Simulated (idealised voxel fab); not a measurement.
process module | voxel trench capacitor
cross-section cut | 230 nm wide | cells 5 nm
A cross-section is a grid of square cells, given in bands from the top down. A band is one or more rows of cells.
Each band's line starts with the height of the band's top and of its bottom, in nm. Then come its materials from left to right, each with its width in nm. One material with "throughout" fills the band from edge to edge. "air" is empty space.
Height 0 is the level under which the wafer as received is all one material. The lowest band goes on downwards, as in "0 down".
A width such as "30 to 40" changes by the same amount from each row of cells to the next, from the band's top row to its bottom row.
"no change" after a step means that no cell of the cross-section changed.
closed voids: empty space of 8 cells or more with no open way to the top, each as width x height at its distance from the left edge, in nm
after a step's settings: what the simulator itself notes on the step
overlay nm, on a step with a mask: how far to the right of its planned place the mask lay; to the left if negative
Each pair below shows a cross-section before one step and the cross-section after it, down to the lowest band that changed. The line under each pair gives the step between them, with its settings. The pairs can come from different runs of this module on the same starting wafer, so a pair continues from the pair above only where its "before" says so.
before
  0 down: Si throughout
  closed voids: none
after
  5 to 0: SiN throughout
  below 0: unchanged
  closed voids: none
the step between: op CONFORMAL_DEP | material SiN | thk nm 5
before: the cross-section after the pair above
after
  5 to 0: SiN 60 | air 15 | SiN 15 | air 15 | SiN 15 | air 15 | SiN 15 | air 15 | SiN 65
  below 0: unchanged
  closed voids: none
the step between: op MASKED_ETCH | tone open | mask id TRENCH | width nm 15 | pitch nm 30 | etch materials SiN | depth nm 5 | overlay nm 0
before: the cross-section after the pair above
after
  5 to 0: SiN 60 | air 15 | SiN 15 | air 15 | SiN 15 | air 15 | SiN 15 | air 15 | SiN 65
  0 to -35: Si 60 | air 15 | Si 15 | air 15 | Si 15 | air 15 | Si 15 | air 15 | Si 65
  below -35: unchanged
  closed voids: none
the step between: op MASKED_ETCH | tone open | mask id TRENCH | width nm 15 | pitch nm 30 | etch materials Si | depth nm 35 | overlay nm 0
before: the cross-section after the pair above
after
  10 to 5: Al2O3 65 | air 5 | Al2O3 25 | air 5 | Al2O3 25 | air 5 | Al2O3 25 | air 5 | Al2O3 70
  5 to 0: SiN 60 | Al2O3 5 | air 5 | Al2O3 5 | SiN 15 | Al2O3 5 | air 5 | Al2O3 5 | SiN 15 | Al2O3 5 | air 5 | Al2O3 5 | SiN 15 | Al2O3 5 | air 5 | Al2O3 5 | SiN 65
  0 to -30: Si 60 | Al2O3 5 | air 5 | Al2O3 5 | Si 15 | Al2O3 5 | air 5 | Al2O3 5 | Si 15 | Al2O3 5 | air 5 | Al2O3 5 | Si 15 | Al2O3 5 | air 5 | Al2O3 5 | Si 65
  -30 to -35: Si 60 | Al2O3 15 | Si 15 | Al2O3 15 | Si 15 | Al2O3 15 | Si 15 | Al2O3 15 | Si 65
  below -35: unchanged
  closed voids: none
the step between: op CONFORMAL_DEP | material Al2O3 | thk nm 5
before: the cross-section after the pair above
after
  15 to 10: polySi throughout
  10 to 5: Al2O3 65 | polySi 5 | Al2O3 25 | polySi 5 | Al2O3 25 | polySi 5 | Al2O3 25 | polySi 5 | Al2O3 70
  5 to 0: SiN 60 | Al2O3 5 | polySi 5 | Al2O3 5 | SiN 15 | Al2O3 5 | polySi 5 | Al2O3 5 | SiN 15 | Al2O3 5 | polySi 5 | Al2O3 5 | SiN 15 | Al2O3 5 | polySi 5 | Al2O3 5 | SiN 65
  0 to -30: Si 60 | Al2O3 5 | polySi 5 | Al2O3 5 | Si 15 | Al2O3 5 | polySi 5 | Al2O3 5 | Si 15 | Al2O3 5 | polySi 5 | Al2O3 5 | Si 15 | Al2O3 5 | polySi 5 | Al2O3 5 | Si 65
  below -30: unchanged
  closed voids: none
the step between: op FILL_DEP | material polySi | thk nm 5
before: the cross-section after the pair above
after
  5 to 0: SiN 60 | Al2O3 5 | polySi 5 | Al2O3 5 | SiN 15 | Al2O3 5 | polySi 5 | Al2O3 5 | SiN 15 | Al2O3 5 | polySi 5 | Al2O3 5 | SiN 15 | Al2O3 5 | polySi 5 | Al2O3 5 | SiN 65
  below 0: unchanged
  closed voids: none
the step between: op CMP | height nm 5
before
  0 down: Si throughout
  closed voids: none
after
  0 to -35: Si 60 | air 15 | Si 15 | air 15 | Si 15 | air 15 | Si 15 | air 15 | Si 65
  below -35: unchanged
  closed voids: none
the step between: op MASKED_ETCH | tone open | mask id TRENCH | width nm 15 | pitch nm 30 | etch materials Si | depth nm 35 | overlay nm 0
before: the cross-section after the pair above
after
  5 to 0: Al2O3 65 | air 5 | Al2O3 25 | air 5 | Al2O3 25 | air 5 | Al2O3 25 | air 5 | Al2O3 70
  0 to -30: Si 60 | Al2O3 5 | air 5 | Al2O3 5 | Si 15 | Al2O3 5 | air 5 | Al2O3 5 | Si 15 | Al2O3 5 | air 5 | Al2O3 5 | Si 15 | Al2O3 5 | air 5 | Al2O3 5 | Si 65
  -30 to -35: Si 60 | Al2O3 15 | Si 15 | Al2O3 15 | Si 15 | Al2O3 15 | Si 15 | Al2O3 15 | Si 65
  below -35: unchanged
  closed voids: none
the step between: op CONFORMAL_DEP | material Al2O3 | thk nm 5
before: the cross-section after the pair above
after
  10 to 5: polySi throughout
  5 to 0: Al2O3 65 | polySi 5 | Al2O3 25 | polySi 5 | Al2O3 25 | polySi 5 | Al2O3 25 | polySi 5 | Al2O3 70
  0 to -30: Si 60 | Al2O3 5 | polySi 5 | Al2O3 5 | Si 15 | Al2O3 5 | polySi 5 | Al2O3 5 | Si 15 | Al2O3 5 | polySi 5 | Al2O3 5 | Si 15 | Al2O3 5 | polySi 5 | Al2O3 5 | Si 65
  below -30: unchanged
  closed voids: none
the step between: op FILL_DEP | material polySi | thk nm 5
before: the cross-section after the pair above
after
  5 to 0: Al2O3 65 | polySi 5 | Al2O3 25 | polySi 5 | Al2O3 25 | polySi 5 | Al2O3 25 | polySi 5 | Al2O3 70
  below 0: unchanged
  closed voids: none
the step between: op CMP | height nm 5
before
  5 to 0: SiN 60 | air 15 | SiN 15 | air 15 | SiN 15 | air 15 | SiN 15 | air 15 | SiN 65
  0 to -35: Si 60 | air 15 | Si 15 | air 15 | Si 15 | air 15 | Si 15 | air 15 | Si 65
  -35 down: Si throughout
  closed voids: none
after
  5 to 0: SiN 60 | air 15 | SiN 15 | air 15 | SiN 15 | air 15 | SiN 15 | air 15 | SiN 65
  0 to -70: Si 60 | air 15 | Si 15 | air 15 | Si 15 | air 15 | Si 15 | air 15 | Si 65
  below -70: unchanged
  closed voids: none
the step between: op MASKED_ETCH | tone open | mask id TRENCH | width nm 15 | pitch nm 30 | etch materials Si | depth nm 35 | overlay nm 0
before: the cross-section after the pair above
after
  10 to 5: Al2O3 65 | air 5 | Al2O3 25 | air 5 | Al2O3 25 | air 5 | Al2O3 25 | air 5 | Al2O3 70
  5 to 0: SiN 60 | Al2O3 5 | air 5 | Al2O3 5 | SiN 15 | Al2O3 5 | air 5 | Al2O3 5 | SiN 15 | Al2O3 5 | air 5 | Al2O3 5 | SiN 15 | Al2O3 5 | air 5 | Al2O3 5 | SiN 65
  0 to -65: Si 60 | Al2O3 5 | air 5 | Al2O3 5 | Si 15 | Al2O3 5 | air 5 | Al2O3 5 | Si 15 | Al2O3 5 | air 5 | Al2O3 5 | Si 15 | Al2O3 5 | air 5 | Al2O3 5 | Si 65
  -65 to -70: Si 60 | Al2O3 15 | Si 15 | Al2O3 15 | Si 15 | Al2O3 15 | Si 15 | Al2O3 15 | Si 65
  below -70: unchanged
  closed voids: none
the step between: op CONFORMAL_DEP | material Al2O3 | thk nm 5
before: the cross-section after the pair above
after
  15 to 10: polySi throughout
  10 to 5: Al2O3 65 | polySi 5 | Al2O3 25 | polySi 5 | Al2O3 25 | polySi 5 | Al2O3 25 | polySi 5 | Al2O3 70
  5 to 0: SiN 60 | Al2O3 5 | polySi 5 | Al2O3 5 | SiN 15 | Al2O3 5 | polySi 5 | Al2O3 5 | SiN 15 | Al2O3 5 | polySi 5 | Al2O3 5 | SiN 15 | Al2O3 5 | polySi 5 | Al2O3 5 | SiN 65
  0 to -65: Si 60 | Al2O3 5 | polySi 5 | Al2O3 5 | Si 15 | Al2O3 5 | polySi 5 | Al2O3 5 | Si 15 | Al2O3 5 | polySi 5 | Al2O3 5 | Si 15 | Al2O3 5 | polySi 5 | Al2O3 5 | Si 65
  below -65: unchanged
  closed voids: none
the step between: op FILL_DEP | material polySi | thk nm 5
before: the cross-section after the pair above
after
  5 to 0: SiN 60 | Al2O3 5 | polySi 5 | Al2O3 5 | SiN 15 | Al2O3 5 | polySi 5 | Al2O3 5 | SiN 15 | Al2O3 5 | polySi 5 | Al2O3 5 | SiN 15 | Al2O3 5 | polySi 5 | Al2O3 5 | SiN 65
  below 0: unchanged
  closed voids: none
the step between: op CMP | height nm 5
before
  15 to 10: polySi throughout
  10 to 5: Al2O3 65 | polySi 5 | Al2O3 25 | polySi 5 | Al2O3 25 | polySi 5 | Al2O3 25 | polySi 5 | Al2O3 70
  5 to 0: SiN 60 | Al2O3 5 | polySi 5 | Al2O3 5 | SiN 15 | Al2O3 5 | polySi 5 | Al2O3 5 | SiN 15 | Al2O3 5 | polySi 5 | Al2O3 5 | SiN 15 | Al2O3 5 | polySi 5 | Al2O3 5 | SiN 65
  0 to -30: Si 60 | Al2O3 5 | polySi 5 | Al2O3 5 | Si 15 | Al2O3 5 | polySi 5 | Al2O3 5 | Si 15 | Al2O3 5 | polySi 5 | Al2O3 5 | Si 15 | Al2O3 5 | polySi 5 | Al2O3 5 | Si 65
  -30 to -35: Si 60 | Al2O3 15 | Si 15 | Al2O3 15 | Si 15 | Al2O3 15 | Si 15 | Al2O3 15 | Si 65
  -35 down: Si throughout
  closed voids: none
after
  0 to -30: Si 60 | Al2O3 5 | polySi 5 | Al2O3 5 | Si 15 | Al2O3 5 | polySi 5 | Al2O3 5 | Si 15 | Al2O3 5 | polySi 5 | Al2O3 5 | Si 15 | Al2O3 5 | polySi 5 | Al2O3 5 | Si 65
  below -30: unchanged
  closed voids: none
the step between: op CMP | height nm 0
before
  5 to 0: SiN throughout
  0 down: Si throughout
  closed voids: none
after
  5 to 0: SiN 55 | air 15 | SiN 15 | air 15 | SiN 15 | air 15 | SiN 15 | air 15 | SiN 70
  below 0: unchanged
  closed voids: none
the step between: op MASKED_ETCH | tone open | mask id TRENCH | width nm 15 | pitch nm 30 | etch materials SiN | depth nm 5 | overlay nm -5
before: the cross-section after the pair above
after
  5 to 0: SiN 55 | air 15 | SiN 15 | air 15 | SiN 15 | air 15 | SiN 15 | air 15 | SiN 70
  0 to -35: Si 60 | air 10 | Si 20 | air 10 | Si 20 | air 10 | Si 20 | air 10 | Si 70
  below -35: unchanged
  closed voids: none
the step between: op MASKED_ETCH | tone open | mask id TRENCH | width nm 15 | pitch nm 30 | etch materials Si | depth nm 35 | overlay nm 0
before: the cross-section after the pair above
after
  10 to 5: Al2O3 60 | air 5 | Al2O3 25 | air 5 | Al2O3 25 | air 5 | Al2O3 25 | air 5 | Al2O3 75
  5 to 0: SiN 55 | Al2O3 15 | SiN 15 | Al2O3 15 | SiN 15 | Al2O3 15 | SiN 15 | Al2O3 15 | SiN 70
  0 to -35: Si 60 | Al2O3 10 | Si 20 | Al2O3 10 | Si 20 | Al2O3 10 | Si 20 | Al2O3 10 | Si 70
  below -35: unchanged
  closed voids: none
the step between: op CONFORMAL_DEP | material Al2O3 | thk nm 5
before: the cross-section after the pair above
after
  15 to 10: polySi throughout
  10 to 5: Al2O3 60 | polySi 5 | Al2O3 25 | polySi 5 | Al2O3 25 | polySi 5 | Al2O3 25 | polySi 5 | Al2O3 75
  below 5: unchanged
  closed voids: none
the step between: op FILL_DEP | material polySi | thk nm 5
before: the cross-section after the pair above
after
  5 to 0: SiN 55 | Al2O3 15 | SiN 15 | Al2O3 15 | SiN 15 | Al2O3 15 | SiN 15 | Al2O3 15 | SiN 70
  below 0: unchanged
  closed voids: none
the step between: op CMP | height nm 5
before
  10 to 5: Al2O3 65 | air 5 | Al2O3 25 | air 5 | Al2O3 25 | air 5 | Al2O3 25 | air 5 | Al2O3 70
  5 to 0: SiN 60 | Al2O3 5 | air 5 | Al2O3 5 | SiN 15 | Al2O3 5 | air 5 | Al2O3 5 | SiN 15 | Al2O3 5 | air 5 | Al2O3 5 | SiN 15 | Al2O3 5 | air 5 | Al2O3 5 | SiN 65
  0 to -30: Si 60 | Al2O3 5 | air 5 | Al2O3 5 | Si 15 | Al2O3 5 | air 5 | Al2O3 5 | Si 15 | Al2O3 5 | air 5 | Al2O3 5 | Si 15 | Al2O3 5 | air 5 | Al2O3 5 | Si 65
  -30 to -35: Si 60 | Al2O3 15 | Si 15 | Al2O3 15 | Si 15 | Al2O3 15 | Si 15 | Al2O3 15 | Si 65
  -35 down: Si throughout
  closed voids: none
after
  15 to 10: SiN throughout
  10 to 5: Al2O3 65 | SiN 5 | Al2O3 25 | SiN 5 | Al2O3 25 | SiN 5 | Al2O3 25 | SiN 5 | Al2O3 70
  5 to 0: SiN 60 | Al2O3 5 | SiN 5 | Al2O3 5 | SiN 15 | Al2O3 5 | SiN 5 | Al2O3 5 | SiN 15 | Al2O3 5 | SiN 5 | Al2O3 5 | SiN 15 | Al2O3 5 | SiN 5 | Al2O3 5 | SiN 65
  0 to -30: Si 60 | Al2O3 5 | SiN 5 | Al2O3 5 | Si 15 | Al2O3 5 | SiN 5 | Al2O3 5 | Si 15 | Al2O3 5 | SiN 5 | Al2O3 5 | Si 15 | Al2O3 5 | SiN 5 | Al2O3 5 | Si 65
  below -30: unchanged
  closed voids: none
the step between: op FILL_DEP | material SiN | thk nm 5
before: the cross-section after the pair above
after
  5 to 0: SiN 60 | Al2O3 5 | SiN 5 | Al2O3 5 | SiN 15 | Al2O3 5 | SiN 5 | Al2O3 5 | SiN 15 | Al2O3 5 | SiN 5 | Al2O3 5 | SiN 15 | Al2O3 5 | SiN 5 | Al2O3 5 | SiN 65
  below 0: unchanged
  closed voids: none
the step between: op CMP | height nm 5
before
  5 to 0: SiN throughout
  0 down: Si throughout
  closed voids: none
after
  5 to 0: air 60 | SiN 15 | air 15 | SiN 15 | air 15 | SiN 15 | air 15 | SiN 15 | air 65
  below 0: unchanged
  closed voids: none
the step between: op MASKED_ETCH | tone cover | mask id TRENCH | width nm 15 | pitch nm 30 | etch materials SiN | depth nm 5 | overlay nm 0
before: the cross-section after the pair above
after
  10 to 5: air 55 | Al2O3 25 | air 5 | Al2O3 25 | air 5 | Al2O3 25 | air 5 | Al2O3 25 | air 60
  5 to 0: Al2O3 60 | SiN 15 | Al2O3 15 | SiN 15 | Al2O3 15 | SiN 15 | Al2O3 15 | SiN 15 | Al2O3 65
  below 0: unchanged
  closed voids: none
the step between: op CONFORMAL_DEP | material Al2O3 | thk nm 5
before: the cross-section after the pair above
after
  15 to 10: polySi throughout
  10 to 5: polySi 55 | Al2O3 25 | polySi 5 | Al2O3 25 | polySi 5 | Al2O3 25 | polySi 5 | Al2O3 25 | polySi 60
  below 5: unchanged
  closed voids: none
the step between: op FILL_DEP | material polySi | thk nm 5
before: the cross-section after the pair above
after
  5 to 0: Al2O3 60 | SiN 15 | Al2O3 15 | SiN 15 | Al2O3 15 | SiN 15 | Al2O3 15 | SiN 15 | Al2O3 65
  below 0: unchanged
  closed voids: none
the step between: op CMP | height nm 5
